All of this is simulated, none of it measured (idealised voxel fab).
The process module presented herein is designated voxel double patterning.
The width of the displayed cross-section, cut, is 295 nm; its cells are square, with a size of 5 nm.
Cross-section layout: square cells on a grid; listed as bands, top to bottom; a band spans one or more cell rows.
Band: top and bottom heights (nm) first, top before bottom; then materials from left to right, widths in nm. "all across" marks a sole material filling the band edge to edge. "blank" denotes empty space.
All heights in this document are referenced to 0, defined as the level beneath which the wafer, as received, consists entirely of one material. The lowest band is not bounded below; it extends indefinitely downward and is written in the form "from 0 down".
It should be noted that a width expressed as "30..40" varies in equal increments from row to row of cells within the band, taking the value of the first number at the top row and that of the second number at the bottom row.
When a step is marked "everything unchanged", none of the cells in the cross-section changed during that step.
Look at "Sealed void inventory" for the closed voids: empty spaces with no open path to the top, sized 8 cells or up. Each is width x height at distance, distance from the left edge, all nm.
Step line, after settings: the simulator's comment on this step.
overlay nm: mask right of planned place by this much (step with mask). Neg. = left.
Each pair of cross-sections that follows straddles one process step: the one shows the state before the step, the other the state after it, down to the lowest band that changed and no further. The step in question, and its settings, are given under the pair. Note that a pair is not necessarily a continuation of the pair above it, since pairs can come from different runs of this module on the same starting wafer; it is a continuation only where its entry headed "Pre-step" says so.
## Pre-step
from 0 down = Si all across
Sealed void inventory: none
## Result of Step
from 10 to 0 = SiN all across
Whatever lies below 0 is exactly as it was before.
Sealed void inventory: none
Process step bridging the above cross-sections: CONFORMAL_DEP,material SiN,thk nm 10
Pre-step: The initial state for this step is given by the after cross-section of the immediately preceding pair.
## Result of Step
from 25 to 10 = SiO2 all across
Whatever lies below 10 is exactly as it was before.
Sealed void inventory: none
Process step bridging the above cross-sections: DIRECTIONAL_DEP,material SiO2,thk nm 15
Pre-step: The initial state for this step is given by the after cross-section of the immediately preceding pair.
## Result of Step
from 30 to 25 = SiCN all across
Whatever lies below 25 is exactly as it was before.
Sealed void inventory: none
Process step bridging the above cross-sections: DIRECTIONAL_DEP,material SiCN,thk nm 5
Pre-step: The initial state for this step is given by the after cross-section of the immediately preceding pair.
## Result of Step
from 45 to 30 = resist: 115, blank: 15, resist: 35, blank: 15, resist: 115
Whatever lies below 30 is exactly as it was before.
Sealed void inventory: none
Process step bridging the above cross-sections: PATTERN,tone open,mask id FIRST,material resist,width nm 15,pitch nm 50,thk nm 15,overlay nm 0
Pre-step: The initial state for this step is given by the after cross-section of the immediately preceding pair.
## Result of Step
from 45 to 30 = resist: 115, blank: 15, resist: 35, blank: 15, resist: 115
from 30 to 25 = SiCN: 115, blank: 15, SiCN: 35, blank: 15, SiCN: 115
Whatever lies below 25 is exactly as it was before.
Sealed void inventory: none
Process step bridging the above cross-sections: DIRECTIONAL_ETCH,etch materials SiCN,depth nm 5
Pre-step: The initial state for this step is given by the after cross-section of the immediately preceding pair.
## Result of Step
from 30 to 25 = SiCN: 115, blank: 15, SiCN: 35, blank: 15, SiCN: 115
Whatever lies below 25 is exactly as it was before.
Sealed void inventory: none
Process step bridging the above cross-sections: STRIP,etch materials resist
Pre-step: The initial state for this step is given by the after cross-section of the immediately preceding pair.
## Result of Step
from 40 to 35 = aC: 115, blank: 15, aC: 35, blank: 15, aC: 115
from 35 to 30 = aC all across
from 30 to 25 = SiCN: 115, aC: 15, SiCN: 35, aC: 15, SiCN: 115
Whatever lies below 25 is exactly as it was before.
Sealed void inventory: none
Process step bridging the above cross-sections: DIRECTIONAL_DEP,material aC,thk nm 10
Pre-step: The initial state for this step is given by the after cross-section of the immediately preceding pair.
## Result of Step
from 70 to 40 = resist: 140, blank: 15, resist: 140
from 40 to 35 = aC: 115, resist: 15, aC: 35, resist: 15, aC: 115
Whatever lies below 35 is exactly as it was before.
Sealed void inventory: none
Process step bridging the above cross-sections: PATTERN,tone open,mask id SECOND,material resist,width nm 15,thk nm 30,overlay nm 0
Pre-step: The initial state for this step is given by the after cross-section of the immediately preceding pair.
## Result of Step
from 60 to 40 = resist: 140, blank: 15, resist: 140
from 40 to 35 = aC: 115, resist: 15, aC: 10, blank: 15, aC: 10, resist: 15, aC: 115
from 35 to 30 = aC: 140, blank: 15, aC: 140
Whatever lies below 30 is exactly as it was before.
Sealed void inventory: none
Process step bridging the above cross-sections: DIRECTIONAL_ETCH,etch materials aC,depth nm 10
Pre-step: The initial state for this step is given by the after cross-section of the immediately preceding pair.
## Result of Step
from 40 to 35 = aC: 115, blank: 15, aC: 10, blank: 15, aC: 10, blank: 15, aC: 115
Whatever lies below 35 is exactly as it was before.
Sealed void inventory: none
Process step bridging the above cross-sections: STRIP,etch materials resist
Pre-step: The initial state for this step is given by the after cross-section of the immediately preceding pair.
## Result of Step
from 40 to 35 = aC: 115, blank: 15, aC: 10, blank: 15, aC: 10, blank: 15, aC: 115
from 35 to 30 = aC: 140, blank: 15, aC: 140
from 30 to 25 = SiCN: 115, aC: 15, SiCN: 10, blank: 15, SiCN: 10, aC: 15, SiCN: 115
Whatever lies below 25 is exactly as it was before.
Sealed void inventory: none
Process step bridging the above cross-sections: DIRECTIONAL_ETCH,etch materials SiCN,depth nm 5
Pre-step: The initial state for this step is given by the after cross-section of the immediately preceding pair.
## Result of Step
from 30 to 25 = SiCN: 115, blank: 15, SiCN: 10, blank: 15, SiCN: 10, blank: 15, SiCN: 115
Whatever lies below 25 is exactly as it was before.
Sealed void inventory: none
Process step bridging the above cross-sections: STRIP,etch materials aC
Pre-step: The initial state for this step is given by the after cross-section of the immediately preceding pair.
## Result of Step
from 30 to 25 = SiCN: 115, blank: 15, SiCN: 10, blank: 15, SiCN: 10, blank: 15, SiCN: 115
from 25 to 10 = SiO2: 115, blank: 15, SiO2: 10, blank: 15, SiO2: 10, blank: 15, SiO2: 115
Whatever lies below 10 is exactly as it was before.
Sealed void inventory: none
Process step bridging the above cross-sections: DIRECTIONAL_ETCH,etch materials SiO2,depth nm 15
Pre-step: The initial state for this step is given by the after cross-section of the immediately preceding pair.
## Result of Step
from 25 to 10 = SiO2: 115, blank: 15, SiO2: 10, blank: 15, SiO2: 10, blank: 15, SiO2: 115
Whatever lies below 10 is exactly as it was before.
Sealed void inventory: none
Process step bridging the above cross-sections: STRIP,etch materials SiCN
## Pre-step
from 0 down = Si all across
Sealed void inventory: none
## Result of Step
from 15 to 0 = SiO2 all across
Whatever lies below 0 is exactly as it was before.
Sealed void inventory: none
Process step bridging the above cross-sections: DIRECTIONAL_DEP,material SiO2,thk nm 15
Pre-step: The initial state for this step is given by the after cross-section of the immediately preceding pair.
## Result of Step
from 20 to 15 = SiCN all across
Whatever lies below 15 is exactly as it was before.
Sealed void inventory: none
Process step bridging the above cross-sections: DIRECTIONAL_DEP,material SiCN,thk nm 5
Pre-step: The initial state for this step is given by the after cross-section of the immediately preceding pair.
## Result of Step
from 35 to 20 = resist: 115, blank: 15, resist: 35, blank: 15, resist: 115
Whatever lies below 20 is exactly as it was before.
Sealed void inventory: none
Process step bridging the above cross-sections: PATTERN,tone open,mask id FIRST,material resist,width nm 15,pitch nm 50,thk nm 15,overlay nm 0
Pre-step: The initial state for this step is given by the after cross-section of the immediately preceding pair.
## Result of Step
from 35 to 20 = resist: 115, blank: 15, resist: 35, blank: 15, resist: 115
from 20 to 15 = SiCN: 115, blank: 15, SiCN: 35, blank: 15, SiCN: 115
Whatever lies below 15 is exactly as it was before.
Sealed void inventory: none
Process step bridging the above cross-sections: DIRECTIONAL_ETCH,etch materials SiCN,depth nm 5
Pre-step: The initial state for this step is given by the after cross-section of the immediately preceding pair.
## Result of Step
from 20 to 15 = SiCN: 115, blank: 15, SiCN: 35, blank: 15, SiCN: 115
Whatever lies below 15 is exactly as it was before.
Sealed void inventory: none
Process step bridging the above cross-sections: STRIP,etch materials resist
Pre-step: The initial state for this step is given by the after cross-section of the immediately preceding pair.
## Result of Step
from 30 to 25 = aC: 115, blank: 15, aC: 35, blank: 15, aC: 115
from 25 to 20 = aC all across
from 20 to 15 = SiCN: 115, aC: 15, SiCN: 35, aC: 15, SiCN: 115
Whatever lies below 15 is exactly as it was before.
Sealed void inventory: none
Process step bridging the above cross-sections: DIRECTIONAL_DEP,material aC,thk nm 10
Pre-step: The initial state for this step is given by the after cross-section of the immediately preceding pair.
## Result of Step
from 60 to 30 = resist: 140, blank: 15, resist: 140
from 30 to 25 = aC: 115, resist: 15, aC: 35, resist: 15, aC: 115
Whatever lies below 25 is exactly as it was before.
Sealed void inventory: none
Process step bridging the above cross-sections: PATTERN,tone open,mask id SECOND,material resist,width nm 15,thk nm 30,overlay nm 0
Pre-step: The initial state for this step is given by the after cross-section of the immediately preceding pair.
## Result of Step
from 50 to 30 = resist: 140, blank: 15, resist: 140
from 30 to 25 = aC: 115, resist: 15, aC: 10, blank: 15, aC: 10, resist: 15, aC: 115
from 25 to 20 = aC: 140, blank: 15, aC: 140
Whatever lies below 20 is exactly as it was before.
Sealed void inventory: none
Process step bridging the above cross-sections: DIRECTIONAL_ETCH,etch materials aC,depth nm 10
Pre-step: The initial state for this step is given by the after cross-section of the immediately preceding pair.
## Result of Step
from 30 to 25 = aC: 115, blank: 15, aC: 10, blank: 15, aC: 10, blank: 15, aC: 115
Whatever lies below 25 is exactly as it was before.
Sealed void inventory: none
Process step bridging the above cross-sections: STRIP,etch materials resist
Pre-step: The initial state for this step is given by the after cross-section of the immediately preceding pair.
## Result of Step
from 30 to 25 = aC: 115, blank: 15, aC: 10, blank: 15, aC: 10, blank: 15, aC: 115
from 25 to 20 = aC: 140, blank: 15, aC: 140
from 20 to 15 = SiCN: 115, aC: 15, SiCN: 10, blank: 15, SiCN: 10, aC: 15, SiCN: 115
Whatever lies below 15 is exactly as it was before.
Sealed void inventory: none
Process step bridging the above cross-sections: DIRECTIONAL_ETCH,etch materials SiCN,depth nm 5
Pre-step: The initial state for this step is given by the after cross-section of the immediately preceding pair.
## Result of Step
from 20 to 15 = SiCN: 115, blank: 15, SiCN: 10, blank: 15, SiCN: 10, blank: 15, SiCN: 115
Whatever lies below 15 is exactly as it was before.
Sealed void inventory: none
Process step bridging the above cross-sections: STRIP,etch materials aC
Pre-step: The initial state for this step is given by the after cross-section of the immediately preceding pair.
## Result of Step
from 20 to 15 = SiCN: 115, blank: 15, SiCN: 10, blank: 15, SiCN: 10, blank: 15, SiCN: 115
from 15 to 0 = SiO2: 115, blank: 15, SiO2: 10, blank: 15, SiO2: 10, blank: 15, SiO2: 115
Whatever lies below 0 is exactly as it was before.
Sealed void inventory: none
Process step bridging the above cross-sections: DIRECTIONAL_ETCH,etch materials SiO2,depth nm 15
Pre-step: The initial state for this step is given by the after cross-section of the immediately preceding pair.
## Result of Step
from 15 to 0 = SiO2: 115, blank: 15, SiO2: 10, blank: 15, SiO2: 10, blank: 15, SiO2: 115
Whatever lies below 0 is exactly as it was before.
Sealed void inventory: none
Process step bridging the above cross-sections: STRIP,etch materials SiCN
## Pre-step
from 25 to 10 = SiO2 all across
from 10 to 0 = SiN all across
from 0 down = Si all across
Sealed void inventory: none
## Result of Step
from 40 to 10 = SiO2 all across
Whatever lies below 10 is exactly as it was before.
Sealed void inventory: none
Process step bridging the above cross-sections: DIRECTIONAL_DEP,material SiO2,thk nm 15
Pre-step: The initial state for this step is given by the after cross-section of the immediately preceding pair.
## Result of Step
from 45 to 40 = SiCN all across
Whatever lies below 40 is exactly as it was before.
Sealed void inventory: none
Process step bridging the above cross-sections: DIRECTIONAL_DEP,material SiCN,thk nm 5
Pre-step: The initial state for this step is given by the after cross-section of the immediately preceding pair.
## Result of Step
from 60 to 45 = resist: 115, blank: 15, resist: 35, blank: 15, resist: 115
Whatever lies below 45 is exactly as it was before.
Sealed void inventory: none
Process step bridging the above cross-sections: PATTERN,tone open,mask id FIRST,material resist,width nm 15,pitch nm 50,thk nm 15,overlay nm 0
Pre-step: The initial state for this step is given by the after cross-section of the immediately preceding pair.
## Result of Step
from 60 to 45 = resist: 115, blank: 15, resist: 35, blank: 15, resist: 115
from 45 to 40 = SiCN: 115, blank: 15, SiCN: 35, blank: 15, SiCN: 115
Whatever lies below 40 is exactly as it was before.
Sealed void inventory: none
Process step bridging the above cross-sections: DIRECTIONAL_ETCH,etch materials SiCN,depth nm 5
Pre-step: The initial state for this step is given by the after cross-section of the immediately preceding pair.
## Result of Step
from 45 to 40 = SiCN: 115, blank: 15, SiCN: 35, blank: 15, SiCN: 115
Whatever lies below 40 is exactly as it was before.
Sealed void inventory: none
Process step bridging the above cross-sections: STRIP,etch materials resist
Pre-step: The initial state for this step is given by the after cross-section of the immediately preceding pair.
## Result of Step
from 55 to 50 = aC: 115, blank: 15, aC: 35, blank: 15, aC: 115
from 50 to 45 = aC all across
from 45 to 40 = SiCN: 115, aC: 15, SiCN: 35, aC: 15, SiCN: 115
Whatever lies below 40 is exactly as it was before.
Sealed void inventory: none
Process step bridging the above cross-sections: DIRECTIONAL_DEP,material aC,thk nm 10
Pre-step: The initial state for this step is given by the after cross-section of the immediately preceding pair.
## Result of Step
from 85 to 55 = resist: 140, blank: 15, resist: 140
from 55 to 50 = aC: 115, resist: 15, aC: 35, resist: 15, aC: 115
Whatever lies below 50 is exactly as it was before.
Sealed void inventory: none
Process step bridging the above cross-sections: PATTERN,tone open,mask id SECOND,material resist,width nm 15,thk nm 30,overlay nm 0
Pre-step: The initial state for this step is given by the after cross-section of the immediately preceding pair.
## Result of Step
from 75 to 55 = resist: 140, blank: 15, resist: 140
from 55 to 50 = aC: 115, resist: 15, aC: 10, blank: 15, aC: 10, resist: 15, aC: 115
from 50 to 45 = aC: 140, blank: 15, aC: 140
Whatever lies below 45 is exactly as it was before.
Sealed void inventory: none
Process step bridging the above cross-sections: DIRECTIONAL_ETCH,etch materials aC,depth nm 10
Pre-step: The initial state for this step is given by the after cross-section of the immediately preceding pair.
## Result of Step
from 55 to 50 = aC: 115, blank: 15, aC: 10, blank: 15, aC: 10, blank: 15, aC: 115
Whatever lies below 50 is exactly as it was before.
Sealed void inventory: none
Process step bridging the above cross-sections: STRIP,etch materials resist
Pre-step: The initial state for this step is given by the after cross-section of the immediately preceding pair.
## Result of Step
from 55 to 50 = aC: 115, blank: 15, aC: 10, blank: 15, aC: 10, blank: 15, aC: 115
from 50 to 45 = aC: 140, blank: 15, aC: 140
from 45 to 40 = SiCN: 115, aC: 15, SiCN: 10, blank: 15, SiCN: 10, aC: 15, SiCN: 115
Whatever lies below 40 is exactly as it was before.
Sealed void inventory: none
Process step bridging the above cross-sections: DIRECTIONAL_ETCH,etch materials SiCN,depth nm 5
Pre-step: The initial state for this step is given by the after cross-section of the immediately preceding pair.
## Result of Step
from 45 to 40 = SiCN: 115, blank: 15, SiCN: 10, blank: 15, SiCN: 10, blank: 15, SiCN: 115
Whatever lies below 40 is exactly as it was before.
Sealed void inventory: none
Process step bridging the above cross-sections: STRIP,etch materials aC
Pre-step: The initial state for this step is given by the after cross-section of the immediately preceding pair.
## Result of Step
from 45 to 40 = SiCN: 115, blank: 15, SiCN: 10, blank: 15, SiCN: 10, blank: 15, SiCN: 115
from 40 to 25 = SiO2: 115, blank: 15, SiO2: 10, blank: 15, SiO2: 10, blank: 15, SiO2: 115
Whatever lies below 25 is exactly as it was before.
Sealed void inventory: none
Process step bridging the above cross-sections: DIRECTIONAL_ETCH,etch materials SiO2,depth nm 15
Pre-step: The initial state for this step is given by the after cross-section of the immediately preceding pair.
## Result of Step
from 40 to 25 = SiO2: 115, blank: 15, SiO2: 10, blank: 15, SiO2: 10, blank: 15, SiO2: 115
Whatever lies below 25 is exactly as it was before.
Sealed void inventory: none
Process step bridging the above cross-sections: STRIP,etch materials SiCN
## Pre-step
from 15 to 0 = SiO2 all across
from 0 down = Si all across
Sealed void inventory: none
## Result of Step
from 25 to 15 = SiN all across
Whatever lies below 15 is exactly as it was before.
Sealed void inventory: none
Process step bridging the above cross-sections: CONFORMAL_DEP,material SiN,thk nm 10
Pre-step: The initial state for this step is given by the after cross-section of the immediately preceding pair.
## Result of Step
from 30 to 25 = SiCN all across
Whatever lies below 25 is exactly as it was before.
Sealed void inventory: none
Process step bridging the above cross-sections: DIRECTIONAL_DEP,material SiCN,thk nm 5
Pre-step: The initial state for this step is given by the after cross-section of the immediately preceding pair.
## Result of Step
from 45 to 30 = resist: 115, blank: 15, resist: 35, blank: 15, resist: 115
Whatever lies below 30 is exactly as it was before.
Sealed void inventory: none
Process step bridging the above cross-sections: PATTERN,tone open,mask id FIRST,material resist,width nm 15,pitch nm 50,thk nm 15,overlay nm 0
Pre-step: The initial state for this step is given by the after cross-section of the immediately preceding pair.
## Result of Step
from 45 to 30 = resist: 115, blank: 15, resist: 35, blank: 15, resist: 115
from 30 to 25 = SiCN: 115, blank: 15, SiCN: 35, blank: 15, SiCN: 115
Whatever lies below 25 is exactly as it was before.
Sealed void inventory: none
Process step bridging the above cross-sections: DIRECTIONAL_ETCH,etch materials SiCN,depth nm 5
Pre-step: The initial state for this step is given by the after cross-section of the immediately preceding pair.
## Result of Step
from 30 to 25 = SiCN: 115, blank: 15, SiCN: 35, blank: 15, SiCN: 115
Whatever lies below 25 is exactly as it was before.
Sealed void inventory: none
Process step bridging the above cross-sections: STRIP,etch materials resist
Pre-step: The initial state for this step is given by the after cross-section of the immediately preceding pair.
## Result of Step
from 40 to 35 = aC: 115, blank: 15, aC: 35, blank: 15, aC: 115
from 35 to 30 = aC all across
from 30 to 25 = SiCN: 115, aC: 15, SiCN: 35, aC: 15, SiCN: 115
Whatever lies below 25 is exactly as it was before.
Sealed void inventory: none
Process step bridging the above cross-sections: DIRECTIONAL_DEP,material aC,thk nm 10
Pre-step: The initial state for this step is given by the after cross-section of the immediately preceding pair.
## Result of Step
from 70 to 40 = resist: 140, blank: 15, resist: 140
from 40 to 35 = aC: 115, resist: 15, aC: 35, resist: 15, aC: 115
Whatever lies below 35 is exactly as it was before.
Sealed void inventory: none
Process step bridging the above cross-sections: PATTERN,tone open,mask id SECOND,material resist,width nm 15,thk nm 30,overlay nm 0
Pre-step: The initial state for this step is given by the after cross-section of the immediately preceding pair.
## Result of Step
from 60 to 40 = resist: 140, blank: 15, resist: 140
from 40 to 35 = aC: 115, resist: 15, aC: 10, blank: 15, aC: 10, resist: 15, aC: 115
from 35 to 30 = aC: 140, blank: 15, aC: 140
Whatever lies below 30 is exactly as it was before.
Sealed void inventory: none
Process step bridging the above cross-sections: DIRECTIONAL_ETCH,etch materials aC,depth nm 10
Pre-step: The initial state for this step is given by the after cross-section of the immediately preceding pair.
## Result of Step
from 40 to 35 = aC: 115, blank: 15, aC: 10, blank: 15, aC: 10, blank: 15, aC: 115
Whatever lies below 35 is exactly as it was before.
Sealed void inventory: none
Process step bridging the above cross-sections: STRIP,etch materials resist
Pre-step: The initial state for this step is given by the after cross-section of the immediately preceding pair.
## Result of Step
from 40 to 35 = aC: 115, blank: 15, aC: 10, blank: 15, aC: 10, blank: 15, aC: 115
from 35 to 30 = aC: 140, blank: 15, aC: 140
from 30 to 25 = SiCN: 115, aC: 15, SiCN: 10, blank: 15, SiCN: 10, aC: 15, SiCN: 115
Whatever lies below 25 is exactly as it was before.
Sealed void inventory: none
Process step bridging the above cross-sections: DIRECTIONAL_ETCH,etch materials SiCN,depth nm 5
Pre-step: The initial state for this step is given by the after cross-section of the immediately preceding pair.
## Result of Step
from 30 to 25 = SiCN: 115, blank: 15, SiCN: 10, blank: 15, SiCN: 10, blank: 15, SiCN: 115
Whatever lies below 25 is exactly as it was before.
Sealed void inventory: none
Process step bridging the above cross-sections: STRIP,etch materials aC
Pre-step: The initial state for this step is given by the after cross-section of the immediately preceding pair.
## Result of Step
from 25 to 15 = SiN all across
Whatever lies below 15 is exactly as it was before.
Sealed void inventory: none
Process step bridging the above cross-sections: STRIP,etch materials SiCN
## Pre-step
from 10 to 0 = SiN all across
from 0 down = Si all across
Sealed void inventory: none
## Result of Step
from 35 to 10 = SiO2 all across
Whatever lies below 10 is exactly as it was before.
Sealed void inventory: none
Process step bridging the above cross-sections: DIRECTIONAL_DEP,material SiO2,thk nm 25
Pre-step: The initial state for this step is given by the after cross-section of the immediately preceding pair.
## Result of Step
from 40 to 35 = SiCN all across
Whatever lies below 35 is exactly as it was before.
Sealed void inventory: none
Process step bridging the above cross-sections: DIRECTIONAL_DEP,material SiCN,thk nm 5
Pre-step: The initial state for this step is given by the after cross-section of the immediately preceding pair.
## Result of Step
from 55 to 40 = resist: 115, blank: 15, resist: 35, blank: 15, resist: 115
Whatever lies below 40 is exactly as it was before.
Sealed void inventory: none
Process step bridging the above cross-sections: PATTERN,tone open,mask id FIRST,material resist,width nm 15,pitch nm 50,thk nm 15,overlay nm 0
Pre-step: The initial state for this step is given by the after cross-section of the immediately preceding pair.
## Result of Step
from 55 to 40 = resist: 115, blank: 15, resist: 35, blank: 15, resist: 115
from 40 to 35 = SiCN: 115, blank: 15, SiCN: 35, blank: 15, SiCN: 115
Whatever lies below 35 is exactly as it was before.
Sealed void inventory: none
Process step bridging the above cross-sections: DIRECTIONAL_ETCH,etch materials SiCN,depth nm 5
Pre-step: The initial state for this step is given by the after cross-section of the immediately preceding pair.
## Result of Step
from 40 to 35 = SiCN: 115, blank: 15, SiCN: 35, blank: 15, SiCN: 115
Whatever lies below 35 is exactly as it was before.
Sealed void inventory: none
Process step bridging the above cross-sections: STRIP,etch materials resist
Pre-step: The initial state for this step is given by the after cross-section of the immediately preceding pair.
## Result of Step
from 50 to 45 = aC: 115, blank: 15, aC: 35, blank: 15, aC: 115
from 45 to 40 = aC all across
from 40 to 35 = SiCN: 115, aC: 15, SiCN: 35, aC: 15, SiCN: 115
Whatever lies below 35 is exactly as it was before.
Sealed void inventory: none
Process step bridging the above cross-sections: DIRECTIONAL_DEP,material aC,thk nm 10
Pre-step: The initial state for this step is given by the after cross-section of the immediately preceding pair.
## Result of Step
from 80 to 50 = resist: 140, blank: 15, resist: 140
from 50 to 45 = aC: 115, resist: 15, aC: 35, resist: 15, aC: 115
Whatever lies below 45 is exactly as it was before.
Sealed void inventory: none
Process step bridging the above cross-sections: PATTERN,tone open,mask id SECOND,material resist,width nm 15,thk nm 30,overlay nm 0
Pre-step: The initial state for this step is given by the after cross-section of the immediately preceding pair.
## Result of Step
from 70 to 50 = resist: 140, blank: 15, resist: 140
from 50 to 45 = aC: 115, resist: 15, aC: 10, blank: 15, aC: 10, resist: 15, aC: 115
from 45 to 40 = aC: 140, blank: 15, aC: 140
Whatever lies below 40 is exactly as it was before.
Sealed void inventory: none
Process step bridging the above cross-sections: DIRECTIONAL_ETCH,etch materials aC,depth nm 10
Pre-step: The initial state for this step is given by the after cross-section of the immediately preceding pair.
## Result of Step
from 50 to 45 = aC: 115, blank: 15, aC: 10, blank: 15, aC: 10, blank: 15, aC: 115
Whatever lies below 45 is exactly as it was before.
Sealed void inventory: none
Process step bridging the above cross-sections: STRIP,etch materials resist
Pre-step: The initial state for this step is given by the after cross-section of the immediately preceding pair.
## Result of Step
from 50 to 45 = aC: 115, blank: 15, aC: 10, blank: 15, aC: 10, blank: 15, aC: 115
from 45 to 40 = aC: 140, blank: 15, aC: 140
from 40 to 35 = SiCN: 115, aC: 15, SiCN: 10, blank: 15, SiCN: 10, aC: 15, SiCN: 115
Whatever lies below 35 is exactly as it was before.
Sealed void inventory: none
Process step bridging the above cross-sections: DIRECTIONAL_ETCH,etch materials SiCN,depth nm 5
Pre-step: The initial state for this step is given by the after cross-section of the immediately preceding pair.
## Result of Step
from 40 to 35 = SiCN: 115, blank: 15, SiCN: 10, blank: 15, SiCN: 10, blank: 15, SiCN: 115
Whatever lies below 35 is exactly as it was before.
Sealed void inventory: none
Process step bridging the above cross-sections: STRIP,etch materials aC
Pre-step: The initial state for this step is given by the after cross-section of the immediately preceding pair.
## Result of Step
from 40 to 35 = SiCN: 115, blank: 15, SiCN: 10, blank: 15, SiCN: 10, blank: 15, SiCN: 115
from 35 to 20 = SiO2: 115, blank: 15, SiO2: 10, blank: 15, SiO2: 10, blank: 15, SiO2: 115
Whatever lies below 20 is exactly as it was before.
Sealed void inventory: none
Process step bridging the above cross-sections: DIRECTIONAL_ETCH,etch materials SiO2,depth nm 15
Pre-step: The initial state for this step is given by the after cross-section of the immediately preceding pair.
## Result of Step
from 35 to 20 = SiO2: 115, blank: 15, SiO2: 10, blank: 15, SiO2: 10, blank: 15, SiO2: 115
Whatever lies below 20 is exactly as it was before.
Sealed void inventory: none
Process step bridging the above cross-sections: STRIP,etch materials SiCN
## Pre-step
from 40 to 35 = aC: 115, blank: 15, aC: 35, blank: 15, aC: 115
from 35 to 30 = aC all across
from 30 to 25 = SiCN: 115, aC: 15, SiCN: 35, aC: 15, SiCN: 115
from 25 to 10 = SiO2 all across
from 10 to 0 = SiN all across
from 0 down = Si all across
Sealed void inventory: none
## Result of Step
from 70 to 40 = resist: 140, blank: 20, resist: 135
from 40 to 35 = aC: 115, resist: 15, aC: 35, resist: 15, aC: 115
Whatever lies below 35 is exactly as it was before.
Sealed void inventory: none
Process step bridging the above cross-sections: PATTERN,tone open,mask id SECOND,material resist,width nm 20,thk nm 30,overlay nm 0
Pre-step: The initial state for this step is given by the after cross-section of the immediately preceding pair.
## Result of Step
from 60 to 40 = resist: 140, blank: 20, resist: 135
from 40 to 35 = aC: 115, resist: 15, aC: 10, blank: 20, aC: 5, resist: 15, aC: 115
from 35 to 30 = aC: 140, blank: 20, aC: 135
Whatever lies below 30 is exactly as it was before.
Sealed void inventory: none
Process step bridging the above cross-sections: DIRECTIONAL_ETCH,etch materials aC,depth nm 10
Pre-step: The initial state for this step is given by the after cross-section of the immediately preceding pair.
## Result of Step
from 40 to 35 = aC: 115, blank: 15, aC: 10, blank: 20, aC: 5, blank: 15, aC: 115
Whatever lies below 35 is exactly as it was before.
Sealed void inventory: none
Process step bridging the above cross-sections: STRIP,etch materials resist
Pre-step: The initial state for this step is given by the after cross-section of the immediately preceding pair.
## Result of Step
from 40 to 35 = aC: 115, blank: 15, aC: 10, blank: 20, aC: 5, blank: 15, aC: 115
from 35 to 30 = aC: 140, blank: 20, aC: 135
from 30 to 25 = SiCN: 115, aC: 15, SiCN: 10, blank: 20, SiCN: 5, aC: 15, SiCN: 115
Whatever lies below 25 is exactly as it was before.
Sealed void inventory: none
Process step bridging the above cross-sections: DIRECTIONAL_ETCH,etch materials SiCN,depth nm 5
Pre-step: The initial state for this step is given by the after cross-section of the immediately preceding pair.
## Result of Step
from 30 to 25 = SiCN: 115, blank: 15, SiCN: 10, blank: 20, SiCN: 5, blank: 15, SiCN: 115
Whatever lies below 25 is exactly as it was before.
Sealed void inventory: none
Process step bridging the above cross-sections: STRIP,etch materials aC
Pre-step: The initial state for this step is given by the after cross-section of the immediately preceding pair.
## Result of Step
from 30 to 25 = SiCN: 115, blank: 15, SiCN: 10, blank: 20, SiCN: 5, blank: 15, SiCN: 115
from 25 to 10 = SiO2: 115, blank: 15, SiO2: 10, blank: 20, SiO2: 5, blank: 15, SiO2: 115
Whatever lies below 10 is exactly as it was before.
Sealed void inventory: none
Process step bridging the above cross-sections: DIRECTIONAL_ETCH,etch materials SiO2,depth nm 15
Pre-step: The initial state for this step is given by the after cross-section of the immediately preceding pair.
## Result of Step
from 25 to 10 = SiO2: 115, blank: 15, SiO2: 10, blank: 20, SiO2: 5, blank: 15, SiO2: 115
Whatever lies below 10 is exactly as it was before.
Sealed void inventory: none
Process step bridging the above cross-sections: STRIP,etch materials SiCN
## Pre-step
from 40 to 35 = aC: 115, blank: 15, aC: 35, blank: 15, aC: 115
from 35 to 30 = aC all across
from 30 to 25 = SiCN: 115, aC: 15, SiCN: 35, aC: 15, SiCN: 115
from 25 to 10 = SiO2 all across
from 10 to 0 = SiN all across
from 0 down = Si all across
Sealed void inventory: none
## Result of Step
from 70 to 40 = resist: 135, blank: 15, resist: 145
from 40 to 35 = aC: 115, resist: 15, aC: 35, resist: 15, aC: 115
Whatever lies below 35 is exactly as it was before.
Sealed void inventory: none
Process step bridging the above cross-sections: PATTERN,tone open,mask id SECOND,material resist,width nm 15,thk nm 30,overlay nm -5
Pre-step: The initial state for this step is given by the after cross-section of the immediately preceding pair.
## Result of Step
from 60 to 40 = resist: 135, blank: 15, resist: 145
from 40 to 35 = aC: 115, resist: 15, aC: 5, blank: 15, aC: 15, resist: 15, aC: 115
from 35 to 30 = aC: 135, blank: 15, aC: 145
Whatever lies below 30 is exactly as it was before.
Sealed void inventory: none
Process step bridging the above cross-sections: DIRECTIONAL_ETCH,etch materials aC,depth nm 10
Pre-step: The initial state for this step is given by the after cross-section of the immediately preceding pair.
## Result of Step
from 40 to 35 = aC: 115, blank: 15, aC: 5, blank: 15, aC: 15, blank: 15, aC: 115
Whatever lies below 35 is exactly as it was before.
Sealed void inventory: none
Process step bridging the above cross-sections: STRIP,etch materials resist
Pre-step: The initial state for this step is given by the after cross-section of the immediately preceding pair.
## Result of Step
from 40 to 35 = aC: 115, blank: 15, aC: 5, blank: 15, aC: 15, blank: 15, aC: 115
from 35 to 30 = aC: 135, blank: 15, aC: 145
from 30 to 25 = SiCN: 115, aC: 15, SiCN: 5, blank: 15, SiCN: 15, aC: 15, SiCN: 115
Whatever lies below 25 is exactly as it was before.
Sealed void inventory: none
Process step bridging the above cross-sections: DIRECTIONAL_ETCH,etch materials SiCN,depth nm 5
Pre-step: The initial state for this step is given by the after cross-section of the immediately preceding pair.
## Result of Step
from 30 to 25 = SiCN: 115, blank: 15, SiCN: 5, blank: 15, SiCN: 15, blank: 15, SiCN: 115
Whatever lies below 25 is exactly as it was before.
Sealed void inventory: none
Process step bridging the above cross-sections: STRIP,etch materials aC
Pre-step: The initial state for this step is given by the after cross-section of the immediately preceding pair.
## Result of Step
from 30 to 25 = SiCN: 115, blank: 15, SiCN: 5, blank: 15, SiCN: 15, blank: 15, SiCN: 115
from 25 to 10 = SiO2: 115, blank: 15, SiO2: 5, blank: 15, SiO2: 15, blank: 15, SiO2: 115
Whatever lies below 10 is exactly as it was before.
Sealed void inventory: none
Process step bridging the above cross-sections: DIRECTIONAL_ETCH,etch materials SiO2,depth nm 15
Pre-step: The initial state for this step is given by the after cross-section of the immediately preceding pair.
## Result of Step
from 25 to 10 = SiO2: 115, blank: 15, SiO2: 5, blank: 15, SiO2: 15, blank: 15, SiO2: 115
Whatever lies below 10 is exactly as it was before.
Sealed void inventory: none
Process step bridging the above cross-sections: STRIP,etch materials SiCN
